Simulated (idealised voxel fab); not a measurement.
The following is a process module called voxel capacitor over wiring.
Xsec cut, 245 nm wide, square cell size 5 nm.
The cross-sections in this document take the form of a grid made of square cells. They are written out as bands, in order from top to bottom. Each band consists of one or more rows of cells. Quick guide to a band line: top height, bottom height (nm) up front; then every material left to right with its width in nm. Only one material and it's marked "all across"? Then it fills the band edge to edge. And "blank" just means empty space. It should be noted that heights are counted from 0, beneath which the wafer as supplied is of one material throughout, and that the lowest band possesses no lower boundary but continues downward, as written in "0 down". Width spec "30 to 40" -> top row of cells at first value, bottom row at second value, equal per-row change in between. Any step labelled "nothing altered" changed none of the cells in the cross-section. Empty spaces counting at least 8 cells and having no open way to the top are listed in "Trapped voids". The notation width x height at distance is used for each, the distance being from the left edge and all three values in nm. What comes after the settings on a step's line is commentary from the simulator itself on that step. When a step includes a mask, the "overlay nm" setting on its line states how far to the right of its planned place that mask lay, and negative values state how far to the left.
### The following list gives the planned process steps
1,RECEIVE (material Si)
2,CONFORMAL_DEP (material SiO2; thk nm 15)
3,CONFORMAL_DEP (material SiCN; thk nm 5)
4,DIRECTIONAL_DEP (material SiO2; thk nm 25)
5,DIRECTIONAL_DEP (material aC; thk nm 15)
6,PATTERN (tone open; mask id METAL_1; material resist; width nm 25; pitch nm 80; thk nm 30; overlay nm 0)
7,DIRECTIONAL_ETCH (etch materials aC; depth nm 15)
8,STRIP (etch materials resist)
9,DIRECTIONAL_ETCH (etch materials SiO2; depth nm 25)
10,DIRECTIONAL_ETCH (etch materials SiCN; depth nm 5)
11,STRIP (etch materials aC)
12,CONFORMAL_DEP (material TiN; thk nm 5)
13,FILL_DEP (material Cu; thk nm 5)
14,CMP (height nm 45)
15,CONFORMAL_DEP (material SiCN; thk nm 5)
16,DIRECTIONAL_DEP (material SiO2; thk nm 10)
17,DIRECTIONAL_DEP (material aC; thk nm 10)
18,PATTERN (tone open; mask id PLUG_1; material resist; width nm 15; thk nm 25; overlay nm 0)
19,DIRECTIONAL_ETCH (etch materials aC; depth nm 10)
20,STRIP (etch materials resist)
21,DIRECTIONAL_ETCH (etch materials SiO2; depth nm 10)
22,DIRECTIONAL_ETCH (etch materials SiCN; depth nm 5)
23,STRIP (etch materials aC)
24,CONFORMAL_DEP (material TiN; thk nm 5)
25,FILL_DEP (material Ru; thk nm 5)
26,CMP (height nm 60)
27,DIRECTIONAL_DEP (material TiN; thk nm 10)
28,DIRECTIONAL_DEP (material HfO2; thk nm 5)
29,DIRECTIONAL_DEP (material TiN; thk nm 5)
30,DIRECTIONAL_DEP (material aC; thk nm 15)
31,PATTERN (tone cover; mask id UPPER_PLATE; material resist; width nm 60; thk nm 30; overlay nm 0)
32,DIRECTIONAL_ETCH (etch materials aC; depth nm 15)
33,STRIP (etch materials resist)
34,DIRECTIONAL_ETCH (etch materials TiN; depth nm 5)
35,DIRECTIONAL_ETCH (etch materials HfO2; depth nm 5)
36,STRIP (etch materials aC)
37,PATTERN (tone cover; mask id LOWER_PLATE; material resist; width nm 70; thk nm 20; overlay nm 0)
38,DIRECTIONAL_ETCH (etch materials TiN; depth nm 10)
39,STRIP (etch materials resist)
40,FILL_DEP (material SiO2; thk nm 20)
41,CMP (height nm 95)
42,PATTERN (tone open; mask id PLUG_2; material resist; width nm 15; thk nm 20; overlay nm 0)
43,DIRECTIONAL_ETCH (etch materials SiO2; depth nm 15)
44,STRIP (etch materials resist)
45,CONFORMAL_DEP (material TiN; thk nm 5)
46,FILL_DEP (material Ru; thk nm 5)
47,CMP (height nm 95)
48,CONFORMAL_DEP (material SiCN; thk nm 5)
### So this is the incoming wafer in cross-section - it's already been through step 1
> 0 down: Si all across
> Trapped voids: none
### Result of the module, cross-sectioned: start per above, plan per above, one error in how it was run
> 100 to 95: SiCN all across
> 95 to 85: 90 SiO2 | 5 TiN | 5 Ru | 5 TiN | 140 SiO2
> 85 to 80: 90 SiO2 | 15 TiN | 140 SiO2
> 80 to 75: SiO2 all across
> 75 to 70: 80 SiO2 | 60 HfO2 | 105 SiO2
> 70 to 60: 75 TiN | 5 SiO2 | 60 TiN | 5 SiO2 | 100 TiN
> 60 to 50: 80 SiO2 | 5 TiN | 5 Ru | 5 TiN | 150 SiO2
> 50 to 45: 80 SiCN | 15 TiN | 150 SiCN
> 45 to 20: 70 SiO2 | 5 TiN | 15 Cu | 5 TiN | 55 SiO2 | 5 TiN | 15 Cu | 5 TiN | 70 SiO2
> 20 to 15: 70 SiCN | 25 TiN | 55 SiCN | 25 TiN | 70 SiCN
> 15 to 0: SiO2 all across
> 0 down: Si all across
> Trapped voids: none
Here's what went sideways: for step 37, the planned setting was not used; the step was instead run as PATTERN (tone open; mask id LOWER_PLATE; material resist; width nm 70; thk nm 20; overlay nm 0)
